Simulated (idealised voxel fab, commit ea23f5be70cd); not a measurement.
Process module, titled voxel wiring stack
Cross-sectional view cut (width: 195 nm; square cell size: 5 nm).
If you're reading a cross-section in this doc, picture square cells in a grid; it comes to you as bands, top ones listed first down to the bottom, and a band can be one or more rows of cells.
In this notation a band is specified by the heights of its top and bottom, in that order and in nm, after which its materials appear from left to right, each paired with its width in nm. The word "throughout" attached to a single material means that material fills the band from edge to edge; the word "empty" stands for empty space.
Heads up on the height convention: 0 is the point under which the incoming wafer is all one material, and the lowest band has no bottom, it just keeps going down, like "z 0 and below".
It should be noted that a width expressed as "30 to 40" varies in equal increments from row to row of cells within the band, taking the value of the first number at the top row and that of the second number at the bottom row.
Step marked "nothing changed"? Then no cell in the cross-section changed in it.
So "Sealed-off cavities" is basically the list of trapped voids: any empty space of 8 cells or more that can't reach the top through an opening. They're written width x height at distance, the distance being from the left edge, and it's all nm.
Text after the settings on a step's line: the simulator's own remark on that step.
overlay nm, on a step with a mask: how far to the right of its planned place the mask lay; to the left if negative

# Process steps - plan
step 1: RECEIVE [material Si]
step 2: CONFORMAL_DEP [material SiO2] [thk nm 15]
step 3: DIRECTIONAL_DEP [material TiN] [thk nm 5]
step 4: DIRECTIONAL_DEP [material Ru] [thk nm 20]
step 5: PATTERN [tone cover] [mask id METAL_1] [material resist] [width nm 20] [pitch nm 45] [thk nm 20] [overlay nm 0]
step 6: DIRECTIONAL_ETCH [etch materials Ru] [depth nm 20]
step 7: DIRECTIONAL_ETCH [etch materials TiN] [depth nm 5]
step 8: STRIP [etch materials resist]
step 9: FILL_DEP [material lowk] [thk nm 10]
step 10: CMP [height nm 40]
step 11: CONFORMAL_DEP [material SiCN] [thk nm 5]
step 12: DIRECTIONAL_DEP [material lowk] [thk nm 15]
step 13: DIRECTIONAL_DEP [material aC] [thk nm 15]
step 14: PATTERN [tone open] [mask id PLUG_1] [material resist] [width nm 15] [pitch nm 45] [thk nm 35] [overlay nm 0]
step 15: DIRECTIONAL_ETCH [etch materials aC] [depth nm 15]
step 16: STRIP [etch materials resist]
step 17: DIRECTIONAL_ETCH [etch materials lowk] [depth nm 15]
step 18: DIRECTIONAL_ETCH [etch materials SiCN] [depth nm 5]
step 19: STRIP [etch materials aC]
step 20: EPI [material Ru] [thk nm 10]
step 21: EPI [material Ru] [thk nm 10]
step 22: CONFORMAL_DEP [material SiN] [thk nm 5]
step 23: DIRECTIONAL_DEP [material SiO2] [thk nm 15]
step 24: DIRECTIONAL_DEP [material aC] [thk nm 10]
step 25: PATTERN [tone open] [mask id METAL_2] [material resist] [width nm 20] [pitch nm 45] [thk nm 30] [overlay nm 0]
step 26: DIRECTIONAL_ETCH [etch materials aC] [depth nm 10]
step 27: STRIP [etch materials resist]
step 28: DIRECTIONAL_ETCH [etch materials SiO2] [depth nm 15]
step 29: DIRECTIONAL_ETCH [etch materials SiN] [depth nm 5]
step 30: STRIP [etch materials aC]
step 31: CONFORMAL_DEP [material TiN] [thk nm 5]
step 32: FILL_DEP [material Cu] [thk nm 10]
step 33: CMP [height nm 80]
step 34: CONFORMAL_DEP [material SiCN] [thk nm 5]
step 35: DIRECTIONAL_DEP [material lowk] [thk nm 30]
step 36: DIRECTIONAL_DEP [material aC] [thk nm 15]
step 37: PATTERN [tone open] [mask id METAL_3] [material resist] [width nm 20] [pitch nm 45] [thk nm 35] [overlay nm 0]
step 38: DIRECTIONAL_ETCH [etch materials aC] [depth nm 15]
step 39: STRIP [etch materials resist]
step 40: DIRECTIONAL_ETCH [etch materials lowk] [depth nm 15]
step 41: STRIP [etch materials aC]
step 42: MASKED_ETCH [tone open] [mask id METAL_3_HOLES] [width nm 15] [pitch nm 45] [etch materials lowk] [depth nm 5] [overlay nm 0]
step 43: MASKED_ETCH [tone open] [mask id METAL_3_HOLES] [width nm 15] [pitch nm 45] [etch materials SiCN] [depth nm 5] [overlay nm 0]
step 44: CONFORMAL_DEP [material TiN] [thk nm 5]
step 45: FILL_DEP [material Cu] [thk nm 5]
step 46: CMP [height nm 115]
step 47: CONFORMAL_DEP [material SiCN] [thk nm 5]
step 48: DIRECTIONAL_DEP [material lowk] [thk nm 10]
step 49: MASKED_ETCH [tone open] [mask id PLUG_3] [width nm 15] [pitch nm 45] [etch materials lowk] [depth nm 10] [overlay nm 0]
step 50: MASKED_ETCH [tone open] [mask id PLUG_3] [width nm 15] [pitch nm 45] [etch materials SiCN] [depth nm 5] [overlay nm 0]
step 51: CONFORMAL_DEP [material TiN] [thk nm 5]
step 52: FILL_DEP [material Cu] [thk nm 5]
step 53: CMP [height nm 130]
step 54: CONFORMAL_DEP [material SiCN] [thk nm 5]
step 55: DIRECTIONAL_DEP [material SiO2] [thk nm 25]
step 56: DIRECTIONAL_DEP [material aC] [thk nm 10]
step 57: PATTERN [tone open] [mask id METAL_4] [material resist] [width nm 20] [pitch nm 45] [thk nm 25] [overlay nm 0]
step 58: DIRECTIONAL_ETCH [etch materials aC] [depth nm 10]
step 59: STRIP [etch materials resist]
step 60: DIRECTIONAL_ETCH [etch materials SiO2] [depth nm 25]
step 61: DIRECTIONAL_ETCH [etch materials SiCN] [depth nm 5]
step 62: STRIP [etch materials aC]
step 63: CONFORMAL_DEP [material TiN] [thk nm 5]
step 64: FILL_DEP [material Cu] [thk nm 5]
step 65: CMP [height nm 160]
step 66: CONFORMAL_DEP [material SiCN] [thk nm 5]
Wafer-to-wafer difference: depth nm, step 42. Common start. Plan = first wafer's value.

# The as-received cross-section of the first of several wafers corresponds to the state after step 1
- z 0 and below: Si throughout
- Sealed-off cavities: none

# So in this table every wafer gets its own row, and what you see is where it stands at the end of the module: for each material, how many cells it picked up (+) or gave up (-) since we received it, and after that its closed voids
depth nm 5; +69 Cu; +84 Ru; +165 SiCN; +27 SiN; +333 SiO2; +135 TiN; +474 lowk; Sealed-off cavities: none
depth nm 10; +72 Cu; +84 Ru; +165 SiCN; +27 SiN; +333 SiO2; +141 TiN; +465 lowk; Sealed-off cavities: none
depth nm 15; +78 Cu; +84 Ru; +156 SiCN; +27 SiN; +333 SiO2; +153 TiN; +456 lowk; Sealed-off cavities: none
depth nm 20; +78 Cu; +84 Ru; +156 SiCN; +27 SiN; +333 SiO2; +153 TiN; +456 lowk; Sealed-off cavities: none
depth nm 25; +78 Cu; +84 Ru; +156 SiCN; +27 SiN; +333 SiO2; +153 TiN; +456 lowk; Sealed-off cavities: none
depth nm 30; +78 Cu; +84 Ru; +156 SiCN; +27 SiN; +333 SiO2; +153 TiN; +456 lowk; Sealed-off cavities: none
